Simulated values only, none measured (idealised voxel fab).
Process module under the name voxel ribs on slabs
Section cut is 250 nm wide and gridded with 5 nm square cells.
Bands, listed from the top down, are how a cross-section gets written in this document; the cross-section itself is a grid of square cells, and a band is one or more rows of them. Read a band's entry like this: the first values are the height of its top and the height of its bottom in nm, and what follows is the sequence of materials from left to right, each with its width in nm. Note that "air" is empty space, and that a single material marked "all across" reaches across the band from edge to edge. Height 0 is the level under which the wafer as received is all one material. The lowest band goes on downwards, as in "0 nm and below". Width spec "30 to 40" -> top row of cells at first value, bottom row at second value, equal per-row change in between. No cell of the cross-section changed in a step that is given as "nothing got changed". The entry titled "Closed void list" provides the empty spaces that have no open way to the top, restricted to those of 8 cells or more. Each is presented as width x height at distance, the distance being measured from the left edge, with all three in nm. Text after the settings on a step's line: the simulator's own remark on that step. On any step carrying a mask, the "overlay nm" setting, if present on the step's line, tells how far right of its planned place the mask lay; negative values point to the left.
The following list gives the planned process steps:
- 1: op RECEIVE | material Si
- 2: op DIRECTIONAL_DEP | material SiO2 | thk nm 25
- 3: op DIRECTIONAL_DEP | material polySi | thk nm 15
- 4: op PATTERN | tone cover | mask id RIB | material resist | width nm 30 | thk nm 20 | overlay nm 0
- 5: op DIRECTIONAL_ETCH | etch materials polySi | depth nm 10
- 6: op STRIP | etch materials resist
- 7: op MASKED_ETCH | tone cover | mask id SLAB | width nm 90 | etch materials polySi | depth nm 5 | overlay nm 0
- 8: op FILL_DEP | material SiO2 | thk nm 25
- 9: op CMP | height nm 60
- 10: op DIRECTIONAL_DEP | material TiN | thk nm 5
- 11: op MASKED_ETCH | tone cover | mask id HEATER | width nm 40 | etch materials TiN | depth nm 5 | overlay nm 0
- 12: op CONFORMAL_DEP | material SiO2 | thk nm 10
On the first of the two wafers: run conducted according to plan:
Cross-section of the wafer as it came to us, i.e., already through step 1:
> 0 nm and below: Si all across
> Closed void list: none
Once step 2 is through, the wafer looks like this in cross-section:
> 25 nm to 0 nm: SiO2 all across
> Beneath the level 0, the cross-section is identical to its previous state.
Once step 3 is through, the wafer looks like this in cross-section:
> 40 nm to 25 nm: polySi all across
> Beneath the level 25, the cross-section is identical to its previous state.
Once step 4 is through, the wafer looks like this in cross-section:
> 60 nm to 40 nm: air 110 nm, resist 30 nm, air 110 nm
> Beneath the level 40, the cross-section is identical to its previous state.
Once step 5 is through, the wafer looks like this in cross-section:
> 60 nm to 40 nm: air 110 nm, resist 30 nm, air 110 nm
> 40 nm to 30 nm: air 110 nm, polySi 30 nm, air 110 nm
> Beneath the level 30, the cross-section is identical to its previous state.
Once step 6 is through, the wafer looks like this in cross-section:
> 40 nm to 30 nm: air 110 nm, polySi 30 nm, air 110 nm
> Beneath the level 30, the cross-section is identical to its previous state.
Once step 7 is through, the wafer looks like this in cross-section:
> 40 nm to 30 nm: air 110 nm, polySi 30 nm, air 110 nm
> 30 nm to 25 nm: air 80 nm, polySi 90 nm, air 80 nm
> Beneath the level 25, the cross-section is identical to its previous state.
Once step 8 is through, the wafer looks like this in cross-section:
> 65 nm to 40 nm: SiO2 all across
> 40 nm to 30 nm: SiO2 110 nm, polySi 30 nm, SiO2 110 nm
> 30 nm to 25 nm: SiO2 80 nm, polySi 90 nm, SiO2 80 nm
> Beneath the level 25, the cross-section is identical to its previous state.
Once step 9 is through, the wafer looks like this in cross-section:
> 60 nm to 40 nm: SiO2 all across
> Beneath the level 40, the cross-section is identical to its previous state.
Once step 10 is through, the wafer looks like this in cross-section:
> 65 nm to 60 nm: TiN all across
> Beneath the level 60, the cross-section is identical to its previous state.
Once step 11 is through, the wafer looks like this in cross-section:
> 65 nm to 60 nm: air 105 nm, TiN 40 nm, air 105 nm
> Beneath the level 60, the cross-section is identical to its previous state.
Once step 12 is through, the wafer looks like this in cross-section:
> 75 nm to 70 nm: air 95 nm, SiO2 60 nm, air 95 nm
> 70 nm to 65 nm: SiO2 all across
> 65 nm to 60 nm: SiO2 105 nm, TiN 40 nm, SiO2 105 nm
> Beneath the level 60, the cross-section is identical to its previous state.
Regarding the second of the two wafers: it shared the first wafer's starting condition and process plan, yet one error occurred during its execution. Its history coincides with that of the first wafer up to and including step 6:
Second wafer shown in cross-section at the time step 7 was slated to end:
> 35 nm to 30 nm: air 110 nm, polySi 30 nm, air 110 nm
> 30 nm to 25 nm: polySi 80 nm, air 30 nm, polySi 30 nm, air 30 nm, polySi 80 nm
> Beneath the level 25, the cross-section is identical to its previous state.
Second wafer shown in cross-section at the time step 8 was slated to end:
> 60 nm to 35 nm: SiO2 all across
> 35 nm to 30 nm: SiO2 110 nm, polySi 30 nm, SiO2 110 nm
> 30 nm to 25 nm: polySi 80 nm, SiO2 30 nm, polySi 30 nm, SiO2 30 nm, polySi 80 nm
> Beneath the level 25, the cross-section is identical to its previous state.
Second wafer shown in cross-section at the time step 9 was slated to end: nothing got changed
Second wafer shown in cross-section at the time step 10 was slated to end:
> 65 nm to 60 nm: TiN all across
> Beneath the level 60, the cross-section is identical to its previous state.
Second wafer shown in cross-section at the time step 11 was slated to end:
> 65 nm to 60 nm: air 105 nm, TiN 40 nm, air 105 nm
> Beneath the level 60, the cross-section is identical to its previous state.
Second wafer shown in cross-section at the time step 12 was slated to end:
> 75 nm to 70 nm: air 95 nm, SiO2 60 nm, air 95 nm
> 70 nm to 65 nm: SiO2 all across
> 65 nm to 60 nm: SiO2 105 nm, TiN 40 nm, SiO2 105 nm
> Beneath the level 60, the cross-section is identical to its previous state.
What went wrong in running the wafer? off-plan run, step 7, actual operation and settings op MASKED_ETCH | tone open | mask id SLAB | width nm 90 | etch materials polySi | depth nm 5 | overlay nm 0
Heads up, by the end the second wafer has more or fewer cells of some materials compared to the first: SiO2 -14, polySi +14
